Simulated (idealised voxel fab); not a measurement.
process module | voxel self aligned vias
Cross-section cut spans 205 nm and uses square cells 5 nm in size.
When this document writes out a cross-section, it uses a grid of square cells and lists it as bands, beginning at the top and moving down, with a band standing for one or more rows of cells.
What a band's entry tells you: where the top is and where the bottom is, as heights in nm, and after that what lies inside, material by material from left to right, each with its width in nm. Empty space is written as the word "air", and a single material marked with the word "edge to edge" occupies the band from edge to edge.
All heights in this document are referenced to 0, defined as the level beneath which the wafer, as received, consists entirely of one material. The lowest band is not bounded below; it extends indefinitely downward and is written in the form "0 -> down".
With a width like "30 to 40", each row of cells in the band differs from the next by the same amount, the top row carrying the first number and the bottom row the second.
Step marked "no change occurred"? Then no cell in the cross-section changed in it.
"Enclosed empty spaces" lists enclosed empty spaces (at least 8 cells, no open path upward to the top), each as width x height at distance from the left edge, in nm.
Whatever follows a step's settings on its line is a remark the simulator itself makes about that step.
What "overlay nm" on a step's line means: if the step has a mask, that mask lay this far to the right of its planned place, or, when the value is negative, to the left.

# Set out below are the planned steps of the process
1 RECEIVE,material Si
2 CONFORMAL_DEP,material SiO2,thk nm 10
3 CONFORMAL_DEP,material SiCN,thk nm 5
4 DIRECTIONAL_DEP,material lowk,thk nm 20
5 PATTERN,tone open,mask id LINES,material resist,width nm 25,pitch nm 65,thk nm 20,overlay nm 0
6 DIRECTIONAL_ETCH,etch materials lowk,depth nm 20
7 STRIP,etch materials resist
8 CONFORMAL_DEP,material TiN,thk nm 5
9 FILL_DEP,material Ru,thk nm 5
10 CMP,height nm 35
11 SELECTIVE_ETCH,etch materials W Ru TiN,depth nm 10
12 FILL_DEP,material SiN,thk nm 5
13 CMP,height nm 35
14 DIRECTIONAL_DEP,material lowk,thk nm 15
15 DIRECTIONAL_DEP,material aC,thk nm 10
16 PATTERN,tone open,mask id VIAS,material resist,width nm 45,thk nm 25,overlay nm 0
17 DIRECTIONAL_ETCH,etch materials aC,depth nm 10
18 STRIP,etch materials resist
19 DIRECTIONAL_ETCH,etch materials lowk,depth nm 15
20 DIRECTIONAL_ETCH,etch materials SiN,depth nm 10
21 STRIP,etch materials aC
22 CONFORMAL_DEP,material TiN,thk nm 5
23 FILL_DEP,material Cu,thk nm 5
24 CMP,height nm 50
25 CONFORMAL_DEP,material SiN,thk nm 5

# Account of the first of two wafers, which was processed as intended

# Wafer at receipt (post step 1), cross-section
- 0 -> down = Si edge to edge
- Enclosed empty spaces: none

# Cross-section of the wafer subsequent to step 2
- 10 -> 0 = SiO2 edge to edge
- Anything lower than 0 is untouched.

# Cross-section of the wafer subsequent to step 3
- 15 -> 10 = SiCN edge to edge
- Anything lower than 10 is untouched.

# Cross-section of the wafer subsequent to step 4
- 35 -> 15 = lowk edge to edge
- Anything lower than 15 is untouched.

# Cross-section of the wafer subsequent to step 5
- 55 -> 35 = resist 55 | air 25 | resist 40 | air 25 | resist 60
- Anything lower than 35 is untouched.

# Cross-section of the wafer subsequent to step 6
- 55 -> 35 = resist 55 | air 25 | resist 40 | air 25 | resist 60
- 35 -> 15 = lowk 55 | air 25 | lowk 40 | air 25 | lowk 60
- Anything lower than 15 is untouched.

# Cross-section of the wafer subsequent to step 7
- 35 -> 15 = lowk 55 | air 25 | lowk 40 | air 25 | lowk 60
- Anything lower than 15 is untouched.

# Cross-section of the wafer subsequent to step 8
- 40 -> 35 = TiN 60 | air 15 | TiN 50 | air 15 | TiN 65
- 35 -> 20 = lowk 55 | TiN 5 | air 15 | TiN 5 | lowk 40 | TiN 5 | air 15 | TiN 5 | lowk 60
- 20 -> 15 = lowk 55 | TiN 25 | lowk 40 | TiN 25 | lowk 60
- Anything lower than 15 is untouched.

# Cross-section of the wafer subsequent to step 9
- 45 -> 40 = Ru edge to edge
- 40 -> 35 = TiN 60 | Ru 15 | TiN 50 | Ru 15 | TiN 65
- 35 -> 20 = lowk 55 | TiN 5 | Ru 15 | TiN 5 | lowk 40 | TiN 5 | Ru 15 | TiN 5 | lowk 60
- Anything lower than 20 is untouched.

# Cross-section of the wafer subsequent to step 10
- 35 -> 20 = lowk 55 | TiN 5 | Ru 15 | TiN 5 | lowk 40 | TiN 5 | Ru 15 | TiN 5 | lowk 60
- Anything lower than 20 is untouched.

# Cross-section of the wafer subsequent to step 11
- 35 -> 25 = lowk 55 | air 25 | lowk 40 | air 25 | lowk 60
- Anything lower than 25 is untouched.

# Cross-section of the wafer subsequent to step 12
- 40 -> 35 = SiN edge to edge
- 35 -> 25 = lowk 55 | SiN 25 | lowk 40 | SiN 25 | lowk 60
- Anything lower than 25 is untouched.

# Cross-section of the wafer subsequent to step 13
- 35 -> 25 = lowk 55 | SiN 25 | lowk 40 | SiN 25 | lowk 60
- Anything lower than 25 is untouched.

# Cross-section of the wafer subsequent to step 14
- 50 -> 35 = lowk edge to edge
- Anything lower than 35 is untouched.

# Cross-section of the wafer subsequent to step 15
- 60 -> 50 = aC edge to edge
- Anything lower than 50 is untouched.

# Cross-section of the wafer subsequent to step 16
- 85 -> 60 = resist 45 | air 45 | resist 115
- Anything lower than 60 is untouched.

# Cross-section of the wafer subsequent to step 17
- 75 -> 60 = resist 45 | air 45 | resist 115
- 60 -> 50 = aC 45 | air 45 | aC 115
- Anything lower than 50 is untouched.

# Cross-section of the wafer subsequent to step 18
- 60 -> 50 = aC 45 | air 45 | aC 115
- Anything lower than 50 is untouched.

# Cross-section of the wafer subsequent to step 19
- 60 -> 50 = aC 45 | air 45 | aC 115
- 50 -> 35 = lowk 45 | air 45 | lowk 115
- Anything lower than 35 is untouched.

# Cross-section of the wafer subsequent to step 20
- 60 -> 50 = aC 45 | air 45 | aC 115
- 50 -> 35 = lowk 45 | air 45 | lowk 115
- 35 -> 25 = lowk 55 | air 25 | lowk 40 | SiN 25 | lowk 60
- Anything lower than 25 is untouched.

# Cross-section of the wafer subsequent to step 21
- 50 -> 35 = lowk 45 | air 45 | lowk 115
- Anything lower than 35 is untouched.

# Cross-section of the wafer subsequent to step 22
- 55 -> 50 = TiN 50 | air 35 | TiN 120
- 50 -> 40 = lowk 45 | TiN 5 | air 35 | TiN 5 | lowk 115
- 40 -> 35 = lowk 45 | TiN 15 | air 15 | TiN 15 | lowk 115
- 35 -> 30 = lowk 55 | TiN 5 | air 15 | TiN 5 | lowk 40 | SiN 25 | lowk 60
- 30 -> 25 = lowk 55 | TiN 25 | lowk 40 | SiN 25 | lowk 60
- Anything lower than 25 is untouched.

# Cross-section of the wafer subsequent to step 23
- 60 -> 55 = Cu edge to edge
- 55 -> 50 = TiN 50 | Cu 35 | TiN 120
- 50 -> 40 = lowk 45 | TiN 5 | Cu 35 | TiN 5 | lowk 115
- 40 -> 35 = lowk 45 | TiN 15 | Cu 15 | TiN 15 | lowk 115
- 35 -> 30 = lowk 55 | TiN 5 | Cu 15 | TiN 5 | lowk 40 | SiN 25 | lowk 60
- Anything lower than 30 is untouched.

# Cross-section of the wafer subsequent to step 24
- 50 -> 40 = lowk 45 | TiN 5 | Cu 35 | TiN 5 | lowk 115
- Anything lower than 40 is untouched.

# Cross-section of the wafer subsequent to step 25
- 55 -> 50 = SiN edge to edge
- Anything lower than 50 is untouched.

# Wafer two: like wafer one in start and plan, but with one mistake in execution; identical up to and including step 4

# Cross-section of the second wafer at the time step 5 of the plan should have ended
- 55 -> 35 = resist 45 | air 25 | resist 40 | air 25 | resist 70
- Anything lower than 35 is untouched.

# Cross-section of the second wafer at the time step 6 of the plan should have ended
- 55 -> 35 = resist 45 | air 25 | resist 40 | air 25 | resist 70
- 35 -> 15 = lowk 45 | air 25 | lowk 40 | air 25 | lowk 70
- Anything lower than 15 is untouched.

# Cross-section of the second wafer at the time step 7 of the plan should have ended
- 35 -> 15 = lowk 45 | air 25 | lowk 40 | air 25 | lowk 70
- Anything lower than 15 is untouched.

# Cross-section of the second wafer at the time step 8 of the plan should have ended
- 40 -> 35 = TiN 50 | air 15 | TiN 50 | air 15 | TiN 75
- 35 -> 20 = lowk 45 | TiN 5 | air 15 | TiN 5 | lowk 40 | TiN 5 | air 15 | TiN 5 | lowk 70
- 20 -> 15 = lowk 45 | TiN 25 | lowk 40 | TiN 25 | lowk 70
- Anything lower than 15 is untouched.

# Cross-section of the second wafer at the time step 9 of the plan should have ended
- 45 -> 40 = Ru edge to edge
- 40 -> 35 = TiN 50 | Ru 15 | TiN 50 | Ru 15 | TiN 75
- 35 -> 20 = lowk 45 | TiN 5 | Ru 15 | TiN 5 | lowk 40 | TiN 5 | Ru 15 | TiN 5 | lowk 70
- Anything lower than 20 is untouched.

# Cross-section of the second wafer at the time step 10 of the plan should have ended
- 35 -> 20 = lowk 45 | TiN 5 | Ru 15 | TiN 5 | lowk 40 | TiN 5 | Ru 15 | TiN 5 | lowk 70
- Anything lower than 20 is untouched.

# Cross-section of the second wafer at the time step 11 of the plan should have ended
- 35 -> 25 = lowk 45 | air 25 | lowk 40 | air 25 | lowk 70
- Anything lower than 25 is untouched.

# Cross-section of the second wafer at the time step 12 of the plan should have ended
- 40 -> 35 = SiN edge to edge
- 35 -> 25 = lowk 45 | SiN 25 | lowk 40 | SiN 25 | lowk 70
- Anything lower than 25 is untouched.

# Cross-section of the second wafer at the time step 13 of the plan should have ended
- 35 -> 25 = lowk 45 | SiN 25 | lowk 40 | SiN 25 | lowk 70
- Anything lower than 25 is untouched.

# Cross-section of the second wafer at the time step 14 of the plan should have ended
- 50 -> 35 = lowk edge to edge
- Anything lower than 35 is untouched.

# Cross-section of the second wafer at the time step 15 of the plan should have ended
- 60 -> 50 = aC edge to edge
- Anything lower than 50 is untouched.

# Cross-section of the second wafer at the time step 16 of the plan should have ended
- 85 -> 60 = resist 45 | air 45 | resist 115
- Anything lower than 60 is untouched.

# Cross-section of the second wafer at the time step 17 of the plan should have ended
- 75 -> 60 = resist 45 | air 45 | resist 115
- 60 -> 50 = aC 45 | air 45 | aC 115
- Anything lower than 50 is untouched.

# Cross-section of the second wafer at the time step 18 of the plan should have ended
- 60 -> 50 = aC 45 | air 45 | aC 115
- Anything lower than 50 is untouched.

# Cross-section of the second wafer at the time step 19 of the plan should have ended
- 60 -> 50 = aC 45 | air 45 | aC 115
- 50 -> 35 = lowk 45 | air 45 | lowk 115
- Anything lower than 35 is untouched.

# Cross-section of the second wafer at the time step 20 of the plan should have ended
- 60 -> 50 = aC 45 | air 45 | aC 115
- 50 -> 35 = lowk 45 | air 45 | lowk 115
- 35 -> 25 = lowk 45 | air 25 | lowk 40 | SiN 25 | lowk 70
- Anything lower than 25 is untouched.

# Cross-section of the second wafer at the time step 21 of the plan should have ended
- 50 -> 35 = lowk 45 | air 45 | lowk 115
- Anything lower than 35 is untouched.

# Cross-section of the second wafer at the time step 22 of the plan should have ended
- 55 -> 50 = TiN 50 | air 35 | TiN 120
- 50 -> 40 = lowk 45 | TiN 5 | air 35 | TiN 5 | lowk 115
- 40 -> 35 = lowk 45 | TiN 5 | air 15 | TiN 25 | lowk 115
- 35 -> 30 = lowk 45 | TiN 5 | air 15 | TiN 5 | lowk 40 | SiN 25 | lowk 70
- 30 -> 25 = lowk 45 | TiN 25 | lowk 40 | SiN 25 | lowk 70
- Anything lower than 25 is untouched.

# Cross-section of the second wafer at the time step 23 of the plan should have ended
- 60 -> 55 = Cu edge to edge
- 55 -> 50 = TiN 50 | Cu 35 | TiN 120
- 50 -> 40 = lowk 45 | TiN 5 | Cu 35 | TiN 5 | lowk 115
- 40 -> 35 = lowk 45 | TiN 5 | Cu 15 | TiN 25 | lowk 115
- 35 -> 30 = lowk 45 | TiN 5 | Cu 15 | TiN 5 | lowk 40 | SiN 25 | lowk 70
- Anything lower than 30 is untouched.

# Cross-section of the second wafer at the time step 24 of the plan should have ended
- 50 -> 40 = lowk 45 | TiN 5 | Cu 35 | TiN 5 | lowk 115
- Anything lower than 40 is untouched.

# Cross-section of the second wafer at the time step 25 of the plan should have ended
- 55 -> 50 = SiN edge to edge
- Anything lower than 50 is untouched.
Against the plan, the run slipped here: step 5, actual vs plan mismatch, actual run PATTERN,tone open,mask id LINES,material resist,width nm 25,pitch nm 65,thk nm 20,overlay nm -10
So at the finish, the second wafer's got exactly as many cells of each material as the first, just not in the same spots.
